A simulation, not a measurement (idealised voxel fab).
process module | voxel wiring stack
Displayed cross-section: cut, width of 145 nm, square cells sized 5 nm.
In what follows, cross-sections appear as grids of square cells, described through bands that run from the top down, where every band is one or more rows of cells. Band entry format. Leading values: height of top, height of bottom, nm. Remainder: materials in left-to-right order, each with its width in nm. Special words: "everywhere" on a single material, which then fills the band edge to edge; "empty", empty space. Heights are expressed relative to 0, this being the level below which the as-received wafer comprises one material exclusively. The lowest band is unbounded in the downward direction and is denoted as in "from 0 down". The notation "30..40" denotes a width that varies across the rows of cells in the band, beginning at the first number in the top row, finishing at the second number in the bottom row, and changing by an identical amount from each row to the next. Reading "identical to before" for a step: not a cell of the cross-section changed in it. Under "Enclosed void list" you'll find the enclosed gaps, the ones with no way out to the top, that are 8 cells or bigger; each reads width x height at distance, with distance counted from the left edge, everything in nm. Anything after a step's settings on that line? It's the simulator's own note about the step. Regarding "overlay nm": on a step with a mask, it is the distance the mask lay to the right of its planned place; a negative value places it to the left.

Process steps foreseen in the plan
- 1: RECEIVE | material Si
- 2: CONFORMAL_DEP | material SiO2 | thk nm 10
- 3: DIRECTIONAL_DEP | material TiN | thk nm 5
- 4: DIRECTIONAL_DEP | material Ru | thk nm 20
- 5: PATTERN | tone cover | mask id METAL_1 | material resist | width nm 30 | pitch nm 55 | thk nm 20 | overlay nm 0
- 6: DIRECTIONAL_ETCH | etch materials Ru | depth nm 20
- 7: DIRECTIONAL_ETCH | etch materials TiN | depth nm 5
- 8: STRIP | etch materials resist
- 9: CONFORMAL_DEP | material SiCN | thk nm 5
- 10: FILL_DEP | material SiO2 | thk nm 10
- 11: CMP | height nm 35
- 12: CONFORMAL_DEP | material SiCN | thk nm 5
- 13: DIRECTIONAL_DEP | material SiO2 | thk nm 10
- 14: MASKED_ETCH | tone open | mask id PLUG_1 | width nm 15 | etch materials SiO2 | depth nm 10 | overlay nm 0
- 15: MASKED_ETCH | tone open | mask id PLUG_1 | width nm 15 | etch materials SiCN | depth nm 5 | overlay nm 0
- 16: CONFORMAL_DEP | material TiN | thk nm 5
- 17: FILL_DEP | material W | thk nm 10
- 18: CMP | height nm 50
- 19: CONFORMAL_DEP | material SiCN | thk nm 5
- 20: DIRECTIONAL_DEP | material lowk | thk nm 20
- 21: DIRECTIONAL_DEP | material aC | thk nm 10
- 22: PATTERN | tone open | mask id METAL_2 | material resist | width nm 30 | pitch nm 55 | thk nm 30 | overlay nm 0
- 23: DIRECTIONAL_ETCH | etch materials aC | depth nm 10
- 24: STRIP | etch materials resist
- 25: DIRECTIONAL_ETCH | etch materials lowk | depth nm 20
- 26: DIRECTIONAL_ETCH | etch materials SiCN | depth nm 5
- 27: STRIP | etch materials aC
- 28: CONFORMAL_DEP | material TiN | thk nm 5
- 29: FILL_DEP | material Cu | thk nm 5
- 30: CMP | height nm 75
- 31: CONFORMAL_DEP | material SiCN | thk nm 5
- 32: DIRECTIONAL_DEP | material SiO2 | thk nm 20
- 33: DIRECTIONAL_DEP | material aC | thk nm 10
- 34: PATTERN | tone open | mask id PLUG_2 | material resist | width nm 15 | pitch nm 55 | thk nm 30 | overlay nm 0
- 35: DIRECTIONAL_ETCH | etch materials aC | depth nm 10
- 36: STRIP | etch materials resist
- 37: DIRECTIONAL_ETCH | etch materials SiO2 | depth nm 20
- 38: DIRECTIONAL_ETCH | etch materials SiCN | depth nm 5
- 39: STRIP | etch materials aC
- 40: CONFORMAL_DEP | material TiN | thk nm 5
- 41: FILL_DEP | material W | thk nm 10
- 42: CMP | height nm 100
- 43: DIRECTIONAL_DEP | material TiN | thk nm 5
- 44: DIRECTIONAL_DEP | material Ru | thk nm 25
- 45: MASKED_ETCH | tone cover | mask id METAL_3 | width nm 30 | pitch nm 55 | etch materials Ru | depth nm 25 | overlay nm 0
- 46: MASKED_ETCH | tone cover | mask id METAL_3 | width nm 30 | pitch nm 55 | etch materials TiN | depth nm 5 | overlay nm 0
- 47: FILL_DEP | material SiO2 | thk nm 10
- 48: CMP | height nm 130
- 49: CONFORMAL_DEP | material SiN | thk nm 5

Received-state cross-section, reflecting completion of step 1
    from 0 down | Si everywhere
    Enclosed void list: none

The cross-section shown corresponds to the wafer at the conclusion of the module. The initial structure and the process plan are those presented above; however, one mistake occurred in executing the plan
    from 135 to 130 | SiN everywhere
    from 130 to 105 | 30 of SiO2 | 30 of Ru | 25 of SiO2 | 30 of Ru | 30 of SiO2
    from 105 to 100 | 30 of SiO2 | 30 of TiN | 25 of SiO2 | 30 of TiN | 30 of SiO2
    from 100 to 80 | 30 of SiO2 | 5 of TiN | 5 of W | 5 of TiN | 40 of SiO2 | 5 of TiN | 5 of W | 5 of TiN | 45 of SiO2
    from 80 to 75 | 30 of SiCN | 15 of TiN | 40 of SiCN | 15 of TiN | 45 of SiCN
    from 75 to 55 | 30 of lowk | 5 of TiN | 20 of Cu | 5 of TiN | 25 of lowk | 5 of TiN | 20 of Cu | 5 of TiN | 30 of lowk
    from 55 to 50 | 30 of SiCN | 30 of TiN | 25 of SiCN | 30 of TiN | 30 of SiCN
    from 50 to 45 | 20 of SiO2 | 5 of TiN | 5 of W | 5 of TiN | 110 of SiO2
    from 45 to 40 | 20 of SiO2 | 15 of TiN | 110 of SiO2
    from 40 to 35 | 30 of SiCN | 5 of TiN | 110 of SiCN
    from 35 to 15 | 25 of SiO2 | 5 of SiCN | 30 of Ru | 5 of SiCN | 15 of SiO2 | 5 of SiCN | 30 of Ru | 5 of SiCN | 25 of SiO2
    from 15 to 10 | 30 of SiCN | 30 of TiN | 25 of SiCN | 30 of TiN | 30 of SiCN
    from 10 to 0 | SiO2 everywhere
    from 0 down | Si everywhere
    Enclosed void list: none
It is concluded that the wafer was processed incorrectly with respect to the plan, in that heads up, step 14 didn't go per plan, it actually ran as MASKED_ETCH | tone open | mask id PLUG_1 | width nm 15 | etch materials SiO2 | depth nm 10 | overlay nm -10
